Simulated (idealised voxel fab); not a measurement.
process module | voxel tone inversion
cross-section cut | 230 nm wide | cells 5 nm
A cross-section is a grid of square cells, given in bands from the top down. A band is one or more rows of cells.
Each band's line starts with the height of the band's top and of its bottom, in nm. Then come its materials from left to right, each with its width in nm. One material with "throughout" fills the band from edge to edge. "air" is empty space.
Height 0 is the level under which the wafer as received is all one material. The lowest band goes on downwards, as in "0 down".
A width such as "30 to 40" changes by the same amount from each row of cells to the next, from the band's top row to its bottom row.
"no change" after a step means that no cell of the cross-section changed.
closed voids: empty space of 8 cells or more with no open way to the top, each as width x height at its distance from the left edge, in nm
after a step's settings: what the simulator itself notes on the step
overlay nm, on a step with a mask: how far to the right of its planned place the mask lay; to the left if negative
plan
1 op RECEIVE | material Si
2 op CONFORMAL_DEP | material SiN | thk nm 5
3 op DIRECTIONAL_DEP | material aC | thk nm 20
4 op PATTERN | tone cover | mask id POSTS | material resist | width nm 25 | pitch nm 45 | thk nm 30 | overlay nm 0
5 op DIRECTIONAL_ETCH | etch materials aC | depth nm 20
6 op STRIP | etch materials resist
7 op FILL_DEP | material SiO2 | thk nm 5
8 op CMP | height nm 25
9 op STRIP | etch materials aC
first wafer, as planned
as received, after step 1
  0 down: Si throughout
  closed voids: none
after step 2
  5 to 0: SiN throughout
  below 0: unchanged
after step 3
  25 to 5: aC throughout
  below 5: unchanged
after step 4
  55 to 25: air 80 | resist 25 | air 20 | resist 25 | air 80
  below 25: unchanged
after step 5
  35 to 25: air 80 | resist 25 | air 20 | resist 25 | air 80
  25 to 5: air 80 | aC 25 | air 20 | aC 25 | air 80
  below 5: unchanged
after step 6
  25 to 5: air 80 | aC 25 | air 20 | aC 25 | air 80
  below 5: unchanged
after step 7
  30 to 25: SiO2 throughout
  25 to 5: SiO2 80 | aC 25 | SiO2 20 | aC 25 | SiO2 80
  below 5: unchanged
after step 8
  25 to 5: SiO2 80 | aC 25 | SiO2 20 | aC 25 | SiO2 80
  below 5: unchanged
after step 9
  25 to 5: SiO2 80 | air 25 | SiO2 20 | air 25 | SiO2 80
  below 5: unchanged
second wafer: like start, like plan, one mistake. Through step 1 it matches the first wafer
when step 2 should have ended: no change
when step 3 should have ended
  20 to 0: aC throughout
  below 0: unchanged
when step 4 should have ended
  50 to 20: air 80 | resist 25 | air 20 | resist 25 | air 80
  below 20: unchanged
when step 5 should have ended
  30 to 20: air 80 | resist 25 | air 20 | resist 25 | air 80
  20 to 0: air 80 | aC 25 | air 20 | aC 25 | air 80
  below 0: unchanged
when step 6 should have ended
  20 to 0: air 80 | aC 25 | air 20 | aC 25 | air 80
  below 0: unchanged
when step 7 should have ended
  25 to 20: SiO2 throughout
  20 to 0: SiO2 80 | aC 25 | SiO2 20 | aC 25 | SiO2 80
  below 0: unchanged
when step 8 should have ended: no change
when step 9 should have ended: no change
what went wrong: step 2 was left out
at the end the second wafer has, in cells: 46 fewer of SiN | 46 more of SiO2 | 40 more of aC
